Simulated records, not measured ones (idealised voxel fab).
Process module heading - voxel quadruple lines
In the cross-section labelled cut, the width is 285 nm and each square cell is 5 nm.
Cross-section, as written here: a square-cell grid given band by band from the top down, where a band holds one or more rows of cells.
Band entry format. Leading values: height of top, height of bottom, nm. Remainder: materials in left-to-right order, each with its width in nm. Special words: "edge to edge" on a single material, which then fills the band edge to edge; "air", empty space.
A quick word on heights: they are counted from 0, and under that level the wafer as it came to us is one material throughout. The lowest band is different from the rest in having no bottom; it simply continues downward, written as in "0 nm and below".
The expression "30 to 40" gives the width at the extremes of the band, the first number at its top row of cells and the second at its bottom row, with the width changing by equal amounts from each row to the next in between.
Where a step carries "nothing different", the cross-section came out of it unchanged, cell for cell.
The entry titled "Sealed-off cavities" provides the empty spaces that have no open way to the top, restricted to those of 8 cells or more. Each is presented as width x height at distance, the distance being measured from the left edge, with all three in nm.
That trailing text on a step's line, after the settings, is the simulator's own remark on the step.
Each step line may optionally specify "overlay nm", which for a step with a mask gives the rightward distance between the mask's planned place and where it lay, a negative value indicating the leftward direction.

List of planned process steps:
1,RECEIVE,material Si
2,CONFORMAL_DEP,material SiO2,thk nm 10
3,DIRECTIONAL_DEP,material W,thk nm 10
4,DIRECTIONAL_DEP,material polySi,thk nm 20
5,DIRECTIONAL_DEP,material aC,thk nm 20
6,PATTERN,tone cover,mask id MANDREL,material resist,width nm 30,pitch nm 80,thk nm 25,overlay nm 0
7,DIRECTIONAL_ETCH,etch materials aC,depth nm 20
8,STRIP,etch materials resist
9,CONFORMAL_DEP,material SiO2,thk nm 10
10,DIRECTIONAL_ETCH,etch materials SiO2,depth nm 10
11,STRIP,etch materials aC
12,DIRECTIONAL_ETCH,etch materials polySi,depth nm 20
13,STRIP,etch materials SiO2
14,CONFORMAL_DEP,material SiCN,thk nm 10
15,DIRECTIONAL_ETCH,etch materials SiCN,depth nm 10
16,STRIP,etch materials polySi
17,DIRECTIONAL_ETCH,etch materials W,depth nm 10
18,STRIP,etch materials SiCN

Shown in cross-section is the wafer as received, that is, as it stands after step 1:
* 0 nm and below = Si edge to edge
* Sealed-off cavities: none

The module was run from the start shown above using the plan shown above, but one mistake was made doing it; the resulting wafer cross-section is below:
* 20 nm to 10 nm = air=70 / W=10 / air=10 / W=10 / air=10 / W=10 / air=10 / W=10 / air=10 / W=10 / air=10 / W=10 / air=10 / W=10 / air=10 / W=10 / air=65
* 10 nm to 0 nm = SiO2 edge to edge
* 0 nm and below = Si edge to edge
* Sealed-off cavities: none
Finding, execution versus plan: so step 6 ended up running with a different setting than we planned, it ran as PATTERN,tone cover,mask id MANDREL,material resist,width nm 30,pitch nm 80,thk nm 25,overlay nm 5
